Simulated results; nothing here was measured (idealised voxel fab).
Title: Process Module voxel transistor to metal
FYI the section here is cut, 275 nm wide, cells are 5 nm squares.
This document writes a cross-section as a grid whose cells are square, and gives it as bands, listed from the top down; one or more rows of cells form a band. What a band's entry tells you: where the top is and where the bottom is, as heights in nm, and after that what lies inside, material by material from left to right, each with its width in nm. Empty space is written as the word "air", and a single material marked with the word "all across" occupies the band from edge to edge. Height datum 0, below which the as-received substrate wafer is one material. Lowest band open at the bottom, running downward: "0 and below". Per-row width for "30..40": begins at first number (top row of band), ends at second number (bottom row), increment between rows held constant. Step marked "nothing changed"? Then no cell in the cross-section changed in it. In "Sealed cavities" the enclosed voids are listed, meaning empty spaces of 8 cells or larger without any opening to the top. The form is width x height at distance, distance from the left edge, units nm. after a step's settings: what the simulator itself notes on the step. On any step carrying a mask, the "overlay nm" setting, if present on the step's line, tells how far right of its planned place the mask lay; negative values point to the left.
PLANNED PROCESS STEPS
step 1: RECEIVE [material Si]
step 2: CONFORMAL_DEP [material SiO2] [thk nm 5]
step 3: CONFORMAL_DEP [material SiN] [thk nm 10]
step 4: PATTERN [tone cover] [mask id ACTIVE] [material resist] [width nm 105] [pitch nm 125] [thk nm 20] [overlay nm 0]
step 5: DIRECTIONAL_ETCH [etch materials SiN] [depth nm 10]
step 6: DIRECTIONAL_ETCH [etch materials SiO2] [depth nm 5]
step 7: DIRECTIONAL_ETCH [etch materials Si] [depth nm 30]
step 8: STRIP [etch materials resist]
step 9: FILL_DEP [material SiO2] [thk nm 15]
step 10: CMP [height nm 15]
step 11: SELECTIVE_ETCH [etch materials SiO2] [depth nm 5]
step 12: STRIP [etch materials SiN]
step 13: SELECTIVE_ETCH [etch materials SiO2] [depth nm 5]
step 14: OXIDIZE [depth nm 5]
step 15: DIRECTIONAL_DEP [material polySi] [thk nm 20]
step 16: DIRECTIONAL_DEP [material SiCN] [thk nm 10]
step 17: PATTERN [tone cover] [mask id GATE] [material resist] [width nm 25] [pitch nm 125] [thk nm 20] [overlay nm 0]
step 18: DIRECTIONAL_ETCH [etch materials SiCN] [depth nm 20]
step 19: DIRECTIONAL_ETCH [etch materials polySi] [depth nm 30]
step 20: STRIP [etch materials resist]
step 21: CONFORMAL_DEP [material SiN] [thk nm 10]
step 22: DIRECTIONAL_ETCH [etch materials SiN] [depth nm 10]
step 23: DIRECTIONAL_ETCH [etch materials SiO2] [depth nm 5]
step 24: DIRECTIONAL_ETCH [etch materials Si] [depth nm 10]
step 25: EPI [material SiGe] [thk nm 15]
step 26: FILL_DEP [material SiO2] [thk nm 5]
step 27: CMP [height nm 30]
step 28: DIRECTIONAL_DEP [material SiO2] [thk nm 15]
step 29: DIRECTIONAL_DEP [material aC] [thk nm 10]
step 30: PATTERN [tone open] [mask id CONTACT] [material resist] [width nm 30] [thk nm 25] [overlay nm 0]
step 31: DIRECTIONAL_ETCH [etch materials aC] [depth nm 10]
step 32: STRIP [etch materials resist]
step 33: DIRECTIONAL_ETCH [etch materials SiO2] [depth nm 35]
step 34: STRIP [etch materials aC]
step 35: CONFORMAL_DEP [material TiN] [thk nm 5]
step 36: FILL_DEP [material W] [thk nm 5]
step 37: CMP [height nm 45]
step 38: CONFORMAL_DEP [material SiCN] [thk nm 5]
step 39: DIRECTIONAL_DEP [material lowk] [thk nm 15]
step 40: MASKED_ETCH [tone open] [mask id METAL_1] [width nm 20] [etch materials lowk] [depth nm 15] [overlay nm 0]
step 41: MASKED_ETCH [tone open] [mask id METAL_1] [width nm 20] [etch materials SiCN] [depth nm 5] [overlay nm 0]
step 42: CONFORMAL_DEP [material TiN] [thk nm 5]
step 43: FILL_DEP [material Ru] [thk nm 5]
step 44: CMP [height nm 65]
step 45: CONFORMAL_DEP [material SiN] [thk nm 5]
DELIVERED WAFER IN CROSS-SECTION: STATE AFTER STEP 1
    0 and below: Si all across
    Sealed cavities: none
WAFER CROSS-SECTION AT MODULE END: FIRST OF TWO, RUN TO PLAN
    70 down to 65: SiN all across
    65 down to 50: 25 lowk / 5 TiN / 10 Ru / 5 TiN / 55 lowk / 5 TiN / 10 Ru / 5 TiN / 30 lowk / 5 TiN / 10 Ru / 5 TiN / 55 lowk / 5 TiN / 10 Ru / 5 TiN / 30 lowk
    50 down to 45: 25 SiCN / 20 TiN / 55 SiCN / 20 TiN / 30 SiCN / 20 TiN / 55 SiCN / 20 TiN / 30 SiCN
    45 down to 35: 25 SiO2 / 5 TiN / 20 W / 5 TiN / 35 SiO2 / 5 TiN / 20 W / 5 TiN / 30 SiO2 / 5 TiN / 20 W / 5 TiN / 35 SiO2 / 5 TiN / 20 W / 5 TiN / 30 SiO2
    35 down to 30: 25 SiO2 / 5 TiN / 15 W / 10 TiN / 35 SiO2 / 10 TiN / 15 W / 5 TiN / 30 SiO2 / 5 TiN / 15 W / 10 TiN / 35 SiO2 / 10 TiN / 15 W / 5 TiN / 30 SiO2
    30 down to 20: 25 SiO2 / 5 TiN / 15 W / 5 TiN / 10 SiN / 25 SiCN / 10 SiN / 5 TiN / 15 W / 5 TiN / 30 SiO2 / 5 TiN / 15 W / 5 TiN / 10 SiN / 25 SiCN / 10 SiN / 5 TiN / 15 W / 5 TiN / 30 SiO2
    20 down to 15: 25 SiO2 / 5 TiN / 15 W / 5 TiN / 10 SiN / 25 polySi / 10 SiN / 5 TiN / 15 W / 5 TiN / 30 SiO2 / 5 TiN / 15 W / 5 TiN / 10 SiN / 25 polySi / 10 SiN / 5 TiN / 15 W / 5 TiN / 30 SiO2
    15 down to 10: 25 SiO2 / 25 TiN / 10 SiN / 25 polySi / 10 SiN / 25 TiN / 30 SiO2 / 25 TiN / 10 SiN / 25 polySi / 10 SiN / 25 TiN / 30 SiO2
    10 down to 5: 20 SiO2 / 30 SiGe / 10 SiN / 25 polySi / 10 SiN / 30 SiGe / 20 SiO2 / 30 SiGe / 10 SiN / 25 polySi / 10 SiN / 30 SiGe / 25 SiO2
    5 down to 0: 15 SiO2 / 10 SiN / 25 SiGe / 10 SiN / 25 polySi / 10 SiN / 25 SiGe / 10 SiN / 10 SiO2 / 10 SiN / 25 SiGe / 10 SiN / 25 polySi / 10 SiN / 25 SiGe / 10 SiN / 20 SiO2
    0 down to -5: 25 SiO2 / 25 SiGe / 45 SiO2 / 25 SiGe / 30 SiO2 / 25 SiGe / 45 SiO2 / 25 SiGe / 30 SiO2
    -5 down to -15: 20 SiO2 / 5 Si / 25 SiGe / 45 Si / 25 SiGe / 5 Si / 20 SiO2 / 5 Si / 25 SiGe / 45 Si / 25 SiGe / 5 Si / 25 SiO2
    -15 down to -30: 20 SiO2 / 105 Si / 20 SiO2 / 105 Si / 25 SiO2
    -30 and below: Si all across
    Sealed cavities: none
WAFER TWO CROSS-SECTION, MODULE END. START AND PLAN UNCHANGED FROM WAFER ONE; ONE MISTAKE MADE DURING THE RUN
    70 down to 65: SiN all across
    65 down to 50: 25 lowk / 5 TiN / 10 Ru / 5 TiN / 55 lowk / 5 TiN / 10 Ru / 5 TiN / 30 lowk / 5 TiN / 10 Ru / 5 TiN / 55 lowk / 5 TiN / 10 Ru / 5 TiN / 30 lowk
    50 down to 45: 25 SiCN / 20 TiN / 55 SiCN / 20 TiN / 30 SiCN / 20 TiN / 55 SiCN / 20 TiN / 30 SiCN
    45 down to 35: 30 SiO2 / 5 TiN / 20 W / 5 TiN / 35 SiO2 / 5 TiN / 20 W / 5 TiN / 30 SiO2 / 5 TiN / 20 W / 5 TiN / 35 SiO2 / 5 TiN / 20 W / 5 TiN / 25 SiO2
    35 down to 30: 30 SiO2 / 5 TiN / 10 W / 15 TiN / 35 SiO2 / 5 TiN / 20 W / 5 TiN / 30 SiO2 / 5 TiN / 10 W / 15 TiN / 35 SiO2 / 5 TiN / 20 W / 5 TiN / 25 SiO2
    30 down to 20: 30 SiO2 / 5 TiN / 10 W / 5 TiN / 10 SiN / 25 SiCN / 10 SiN / 5 TiN / 20 W / 5 TiN / 30 SiO2 / 5 TiN / 10 W / 5 TiN / 10 SiN / 25 SiCN / 10 SiN / 5 TiN / 20 W / 5 TiN / 25 SiO2
    20 down to 15: 30 SiO2 / 5 TiN / 10 W / 5 TiN / 10 SiN / 25 polySi / 10 SiN / 5 TiN / 20 W / 5 TiN / 30 SiO2 / 5 TiN / 10 W / 5 TiN / 10 SiN / 25 polySi / 10 SiN / 5 TiN / 20 W / 5 TiN / 25 SiO2
    15 down to 10: 30 SiO2 / 20 TiN / 10 SiN / 25 polySi / 10 SiN / 30 TiN / 30 SiO2 / 20 TiN / 10 SiN / 25 polySi / 10 SiN / 30 TiN / 25 SiO2
    10 down to 5: 20 SiO2 / 30 SiGe / 10 SiN / 25 polySi / 10 SiN / 30 SiGe / 20 SiO2 / 30 SiGe / 10 SiN / 25 polySi / 10 SiN / 30 SiGe / 25 SiO2
    5 down to 0: 15 SiO2 / 10 SiN / 25 SiGe / 10 SiN / 25 polySi / 10 SiN / 25 SiGe / 10 SiN / 10 SiO2 / 10 SiN / 25 SiGe / 10 SiN / 25 polySi / 10 SiN / 25 SiGe / 10 SiN / 20 SiO2
    0 down to -5: 25 SiO2 / 25 SiGe / 45 SiO2 / 25 SiGe / 30 SiO2 / 25 SiGe / 45 SiO2 / 25 SiGe / 30 SiO2
    -5 down to -15: 20 SiO2 / 5 Si / 25 SiGe / 45 Si / 25 SiGe / 5 Si / 20 SiO2 / 5 Si / 25 SiGe / 45 Si / 25 SiGe / 5 Si / 25 SiO2
    -15 down to -30: 20 SiO2 / 105 Si / 20 SiO2 / 105 Si / 25 SiO2
    -30 and below: Si all across
    Sealed cavities: none
Against the plan, the run slipped here: off-plan run, step 30, actual operation and settings PATTERN [tone open] [mask id CONTACT] [material resist] [width nm 30] [thk nm 25] [overlay nm 5]
If you tally the cells, the second wafer ends up with the same amount of every material as the first; it's all just sitting in different places.
